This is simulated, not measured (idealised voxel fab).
This section sets out a process module, namely voxel self aligned contacts.
In the cross-section labelled cut, the width is 280 nm and each square cell is 5 nm.
Square cells in a grid make up a cross-section in this document, and the grid is given as bands, listed from the top down, each one or more rows of cells.
Look at the band entry: it leads with the top's height and the bottom's height in nm. Then it lists the materials left to right, with a width in nm for each. The word "all across" on a single material says that material fills the band edge to edge. The word "blank" is empty space.
Heights from 0 (as-received wafer is one material below). Bottom band endless downward, as "0 -> down".
Width "30->40": first value at the band's top row of cells, second value at its bottom row, equal change from row to row.
Given "left unchanged" for a step, no cell of the cross-section differs between before and after that step.
Under "Enclosed void catalog" you'll find the enclosed gaps, the ones with no way out to the top, that are 8 cells or bigger; each reads width x height at distance, with distance counted from the left edge, everything in nm.
What comes after the settings on a step's line is commentary from the simulator itself on that step.
The line of a step may include "overlay nm". On a step with a mask, this value is how far to the right of its planned place the mask lay. A negative value means the mask lay to the left.

Listed below are the process steps as planned:
1. RECEIVE | material Si
2. CONFORMAL_DEP | material SiO2 | thk nm 5
3. DIRECTIONAL_DEP | material polySi | thk nm 20
4. DIRECTIONAL_DEP | material SiN | thk nm 20
5. MASKED_ETCH | tone cover | mask id GATE | width nm 30 | pitch nm 65 | etch materials SiN | depth nm 20 | overlay nm 0
6. MASKED_ETCH | tone cover | mask id GATE | width nm 30 | pitch nm 65 | etch materials polySi | depth nm 20 | overlay nm 0
7. CONFORMAL_DEP | material SiN | thk nm 10
8. DIRECTIONAL_ETCH | etch materials SiN | depth nm 10
9. FILL_DEP | material SiO2 | thk nm 15
10. CMP | height nm 50
11. PATTERN | tone open | mask id CONTACT | material resist | width nm 45 | pitch nm 65 | thk nm 15 | overlay nm 0
12. DIRECTIONAL_ETCH | etch materials SiO2 | depth nm 50
13. STRIP | etch materials resist
14. CONFORMAL_DEP | material TiN | thk nm 5
15. FILL_DEP | material Ru | thk nm 10
16. CMP | height nm 50
17. CONFORMAL_DEP | material SiN | thk nm 5

As received (post step 1): cross-section:
- 0 -> down  Si all across
- Enclosed void catalog: none

Module complete - cross-section of the first of two wafers, run according to plan:
- 55 -> 50  SiN all across
- 50 -> 45  SiO2 (85), TiN (20), Ru (5), TiN (20), SiO2 (20), TiN (20), Ru (5), TiN (20), SiO2 (85)
- 45 -> 25  SiO2 (50), SiN (50), TiN (5), Ru (5), TiN (5), SiN (50), TiN (5), Ru (5), TiN (5), SiN (50), SiO2 (50)
- 25 -> 5  SiO2 (50), SiN (10), polySi (30), SiN (10), TiN (5), Ru (5), TiN (5), SiN (10), polySi (30), SiN (10), TiN (5), Ru (5), TiN (5), SiN (10), polySi (30), SiN (10), SiO2 (50)
- 5 -> 0  SiO2 (100), TiN (15), SiO2 (50), TiN (15), SiO2 (100)
- 0 -> down  Si all across
- Enclosed void catalog: none

Presented here is a cross-section of the second of the two wafers as it stood at the end of the module. It was started in the same manner and assigned the same plan as the first wafer; however, one mistake was made in its execution:
- 55 -> 50  SiN all across
- 50 -> 45  SiO2 (50), SiN (50), TiN (15), SiN (50), TiN (15), SiN (50), SiO2 (50)
- 45 -> 25  SiN all across
- 25 -> 5  polySi all across
- 5 -> 0  SiO2 all across
- 0 -> down  Si all across
- Enclosed void catalog: none
Deviation noted in wafer processing: step 4 of the plan was executed twice over
Counted in cells at the end, the second wafer holds more or fewer of these materials than the first: Ru -18 | SiN +86 | SiO2 -172 | TiN -48 | polySi +152
